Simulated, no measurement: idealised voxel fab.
The following process module bears the name voxel capacitor over wiring.
Square cells of 5 nm make up the cross-section cut, whose width is 255 nm.
In this document a cross-section is written as a grid of square cells. It is given as a series of bands, listed from the top down, and a band is one or more rows of cells. Top height, bottom height, nm. Materials left to right, width each, nm. Single material + "throughout" = fills band edge to edge. "air" = empty. Below 0: as-received wafer, all one material; heights counted from there. Lowest band: no bottom, goes on down, written "0..down". When a width is written as two numbers, as in "30..40", the first number is the width in the top row of cells of the band and the second is the width in its bottom row, and the width changes by the same amount from each row to the next. For the purposes of this document, the phrase "no alterations made" attached to a step denotes that no cell within the cross-section was modified by that step. The entry "Sealed void listing" lists the empty spaces that cover at least 8 cells and have no open path to the top. Each is written as width x height at distance, where the distance is measured from the left edge and all three values are in nm. Post-settings text on a step line: simulator's own remark regarding the step. overlay nm: where the mask lay relative to plan, measured to the right, on steps with a mask; negatives go left.
**Here's what the planned process steps look like**
- 1: RECEIVE, material Si
- 2: CONFORMAL_DEP, material SiO2, thk nm 15
- 3: DIRECTIONAL_DEP, material TiN, thk nm 5
- 4: DIRECTIONAL_DEP, material W, thk nm 20
- 5: MASKED_ETCH, tone cover, mask id METAL_1, width nm 20, pitch nm 85, etch materials W, depth nm 20, overlay nm 0
- 6: MASKED_ETCH, tone cover, mask id METAL_1, width nm 20, pitch nm 85, etch materials TiN, depth nm 5, overlay nm 0
- 7: FILL_DEP, material lowk, thk nm 5
- 8: CMP, height nm 40
- 9: CONFORMAL_DEP, material SiCN, thk nm 5
- 10: DIRECTIONAL_DEP, material lowk, thk nm 10
- 11: DIRECTIONAL_DEP, material aC, thk nm 10
- 12: PATTERN, tone open, mask id PLUG_1, material resist, width nm 15, thk nm 30, overlay nm 0
- 13: DIRECTIONAL_ETCH, etch materials aC, depth nm 10
- 14: STRIP, etch materials resist
- 15: DIRECTIONAL_ETCH, etch materials lowk, depth nm 10
- 16: DIRECTIONAL_ETCH, etch materials SiCN, depth nm 5
- 17: STRIP, etch materials aC
- 18: EPI, material Ru, thk nm 10
- 19: EPI, material Ru, thk nm 5
- 20: DIRECTIONAL_DEP, material TiN, thk nm 10
- 21: DIRECTIONAL_DEP, material Al2O3, thk nm 5
- 22: DIRECTIONAL_DEP, material TiN, thk nm 5
- 23: DIRECTIONAL_DEP, material aC, thk nm 10
- 24: PATTERN, tone cover, mask id UPPER_PLATE, material resist, width nm 70, thk nm 25, overlay nm 0
- 25: DIRECTIONAL_ETCH, etch materials aC, depth nm 10
- 26: STRIP, etch materials resist
- 27: DIRECTIONAL_ETCH, etch materials TiN, depth nm 5
- 28: DIRECTIONAL_ETCH, etch materials Al2O3, depth nm 5
- 29: STRIP, etch materials aC
- 30: DIRECTIONAL_DEP, material aC, thk nm 15
- 31: PATTERN, tone cover, mask id LOWER_PLATE, material resist, width nm 80, thk nm 35, overlay nm 0
- 32: DIRECTIONAL_ETCH, etch materials aC, depth nm 15
- 33: STRIP, etch materials resist
- 34: DIRECTIONAL_ETCH, etch materials TiN, depth nm 10
- 35: STRIP, etch materials aC
- 36: FILL_DEP, material SiO2, thk nm 15
- 37: CMP, height nm 85
- 38: MASKED_ETCH, tone open, mask id PLUG_2, width nm 15, etch materials SiO2, depth nm 10, overlay nm 0
- 39: CONFORMAL_DEP, material TiN, thk nm 5
- 40: FILL_DEP, material W, thk nm 5
- 41: CMP, height nm 85
- 42: CONFORMAL_DEP, material SiN, thk nm 5
**Incoming wafer in cross-section (state: after step 1)**
0..down | Si throughout
Sealed void listing: none
**Here's the cross-section of the first of our two wafers at the end of the module - it ran as planned**
90..85 | SiN throughout
85..80 | SiO2=90, TiN=5, W=5, TiN=5, SiO2=150
80..70 | SiO2=90..80, TiN=15..70, SiO2=150..105
70..65 | SiO2=80, Al2O3=70, SiO2=105
65..55 | SiO2=75, TiN=80, SiO2=100
55..45 | lowk=80, Ru=15, lowk=160
45..40 | SiCN=80, Ru=15, SiCN=160
40..20 | lowk=75, W=20, lowk=65, W=20, lowk=75
20..15 | lowk=75, TiN=20, lowk=65, TiN=20, lowk=75
15..0 | SiO2 throughout
0..down | Si throughout
Sealed void listing: none
**Cross-sectional image of the second wafer of the two following completion of the module. Starting state and process plan were the same as for the first wafer; one execution error occurred**
90..85 | SiN throughout
85..80 | SiO2=90, TiN=5, W=5, TiN=5, SiO2=150
80..70 | SiO2=90..80, TiN=15..70, SiO2=150..105
70..65 | SiO2=80, Al2O3=70, SiO2=105
65..55 | SiO2=75, TiN=80, SiO2=100
55..45 | lowk=80, Ru=15, lowk=160
45..40 | SiCN=80, Ru=15, SiCN=160
40..20 | lowk=80, W=15, lowk=70, W=15, lowk=75
20..15 | lowk=75, TiN=20, lowk=65, TiN=20, lowk=75
15..0 | SiO2 throughout
0..down | Si throughout
Sealed void listing: none
Where did the run depart from the plan? step 5 was not run as planned; what actually ran was MASKED_ETCH, tone cover, mask id METAL_1, width nm 15, pitch nm 85, etch materials W, depth nm 20, overlay nm 0
Final difference in cells, second wafer against first, listed per material as more or fewer: W: 8 fewer, lowk: 8 more
